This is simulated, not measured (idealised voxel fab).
This section sets out a process module, namely voxel wiring stack.
Section cut is 225 nm wide and gridded with 5 nm square cells.
We lay out every cross-section as a grid of square cells and spell it out in bands from the top down, where one band means one or more rows of cells.
The entry gives the band's vertical extent as a top height and a bottom height in nm, then its horizontal make-up as materials from left to right, each with a width in nm. "blank" stands for empty space; a single material marked "all across" fills the band edge to edge.
The reference from which all heights are counted is 0, the level beneath which the as-received wafer is entirely one material; the lowest band, having no lower bound, proceeds downward and is written after the example "z 0 and below".
Top row gets the first number, bottom row gets the second, and each row in between changes by the same step: that is how a band width like "30..40" works.
No cell of the cross-section changed in a step that is given as "no change occurred".
Closed-off voids of 8+ cells (no open route to the top) go in "Fully sealed cavities", written width x height at distance from the left edge, in nm.
Read whatever lies past the settings on a step's line as the simulator's own remark about the step.
The setting "overlay nm" may be written on the line of a step. When the step uses a mask, the value reports how far to the right of the planned place the mask lay, and a negative value reports that it lay to the left.

### Process steps foreseen in the plan
step 1: op RECEIVE | material Si
step 2: op CONFORMAL_DEP | material SiO2 | thk nm 15
step 3: op DIRECTIONAL_DEP | material TiN | thk nm 5
step 4: op DIRECTIONAL_DEP | material Ru | thk nm 25
step 5: op PATTERN | tone cover | mask id METAL_1 | material resist | width nm 25 | pitch nm 40 | thk nm 20 | overlay nm 0
step 6: op DIRECTIONAL_ETCH | etch materials Ru | depth nm 25
step 7: op DIRECTIONAL_ETCH | etch materials TiN | depth nm 5
step 8: op STRIP | etch materials resist
step 9: op FILL_DEP | material SiO2 | thk nm 5
step 10: op CMP | height nm 45
step 11: op CONFORMAL_DEP | material SiCN | thk nm 5
step 12: op DIRECTIONAL_DEP | material SiO2 | thk nm 30
step 13: op PATTERN | tone open | mask id METAL_2_HOLES | material resist | width nm 15 | pitch nm 40 | thk nm 15 | overlay nm 0
step 14: op DIRECTIONAL_ETCH | etch materials SiO2 | depth nm 30
step 15: op STRIP | etch materials resist
step 16: op DIRECTIONAL_DEP | material aC | thk nm 15
step 17: op PATTERN | tone open | mask id METAL_2 | material resist | width nm 25 | pitch nm 40 | thk nm 35 | overlay nm 0
step 18: op DIRECTIONAL_ETCH | etch materials aC | depth nm 15
step 19: op STRIP | etch materials resist
step 20: op DIRECTIONAL_ETCH | etch materials SiO2 | depth nm 20
step 21: op DIRECTIONAL_ETCH | etch materials SiCN | depth nm 5
step 22: op STRIP | etch materials aC
step 23: op CONFORMAL_DEP | material TiN | thk nm 5
step 24: op FILL_DEP | material Ru | thk nm 10
step 25: op CMP | height nm 80
step 26: op CONFORMAL_DEP | material SiCN | thk nm 5
step 27: op DIRECTIONAL_DEP | material SiO2 | thk nm 35
step 28: op MASKED_ETCH | tone open | mask id METAL_3_HOLES | width nm 15 | etch materials SiO2 | depth nm 35 | overlay nm 0
step 29: op DIRECTIONAL_DEP | material aC | thk nm 10
step 30: op PATTERN | tone open | mask id METAL_3 | material resist | width nm 25 | pitch nm 40 | thk nm 25 | overlay nm 0
step 31: op DIRECTIONAL_ETCH | etch materials aC | depth nm 10
step 32: op STRIP | etch materials resist
step 33: op DIRECTIONAL_ETCH | etch materials SiO2 | depth nm 20
step 34: op DIRECTIONAL_ETCH | etch materials SiCN | depth nm 5
step 35: op STRIP | etch materials aC
step 36: op CONFORMAL_DEP | material TiN | thk nm 5
step 37: op FILL_DEP | material Cu | thk nm 10
step 38: op CMP | height nm 120
step 39: op CONFORMAL_DEP | material SiCN | thk nm 5
step 40: op DIRECTIONAL_DEP | material SiO2 | thk nm 25
step 41: op PATTERN | tone open | mask id METAL_4_HOLES | material resist | width nm 15 | thk nm 15 | overlay nm 0
step 42: op DIRECTIONAL_ETCH | etch materials SiO2 | depth nm 25
step 43: op STRIP | etch materials resist
step 44: op MASKED_ETCH | tone open | mask id METAL_4 | width nm 25 | pitch nm 40 | etch materials SiO2 | depth nm 15 | overlay nm 0
step 45: op MASKED_ETCH | tone open | mask id METAL_4 | width nm 25 | pitch nm 40 | etch materials SiCN | depth nm 5 | overlay nm 0
step 46: op CONFORMAL_DEP | material TiN | thk nm 5
step 47: op FILL_DEP | material Ru | thk nm 10
step 48: op CMP | height nm 150
step 49: op CONFORMAL_DEP | material SiN | thk nm 5

### Shown in cross-section is the wafer as received, that is, as it stands after step 1
> z 0 and below: Si all across
> Fully sealed cavities: none

### End state of the module in cross-section, given the above starting point and plan and one mistake in execution
> z 155 to 150: SiN all across
> z 150 to 140: SiO2: 80, TiN: 5, Ru: 15, TiN: 5, SiO2: 15, TiN: 5, Ru: 15, TiN: 5, SiO2: 80
> z 140 to 135: SiO2: 80, TiN: 5, Ru: 5, TiN: 15, SiO2: 15, TiN: 25, SiO2: 80
> z 135 to 125: SiO2: 80, TiN: 5, Ru: 5, TiN: 5, SiO2: 130
> z 125 to 120: SiCN: 80, TiN: 15, SiCN: 130
> z 120 to 105: Cu: 90, TiN: 5, SiO2: 10, TiN: 5, Cu: 5, TiN: 5, SiO2: 25, TiN: 5, Cu: 75
> z 105 to 100: TiN: 85, Cu: 5, TiN: 5, SiO2: 10, TiN: 15, SiO2: 25, TiN: 80
> z 100 to 90: SiO2: 80, TiN: 5, Cu: 5, TiN: 5, SiO2: 130
> z 90 to 85: SiO2: 80, TiN: 15, SiO2: 130
> z 85 to 80: SiCN all across
> z 80 to 65: SiO2: 80, TiN: 5, Ru: 15, TiN: 5, SiO2: 15, TiN: 5, Ru: 15, TiN: 5, SiO2: 80
> z 65 to 60: SiO2: 80, TiN: 5, Ru: 5, TiN: 15, SiO2: 15, TiN: 5, Ru: 5, TiN: 15, SiO2: 80
> z 60 to 50: SiO2: 80, TiN: 5, Ru: 5, TiN: 5, SiO2: 25, TiN: 5, Ru: 5, TiN: 5, SiO2: 90
> z 50 to 45: SiCN: 80, TiN: 15, SiCN: 25, TiN: 15, SiCN: 90
> z 45 to 20: SiO2: 80, Ru: 25, SiO2: 15, Ru: 25, SiO2: 80
> z 20 to 15: SiO2: 80, TiN: 25, SiO2: 15, TiN: 25, SiO2: 80
> z 15 to 0: SiO2 all across
> z 0 and below: Si all across
> Fully sealed cavities: none
Finding, execution versus plan: the process deviated at step 30: the operation and settings actually run there were op PATTERN | tone cover | mask id METAL_3 | material resist | width nm 25 | pitch nm 40 | thk nm 25 | overlay nm 0
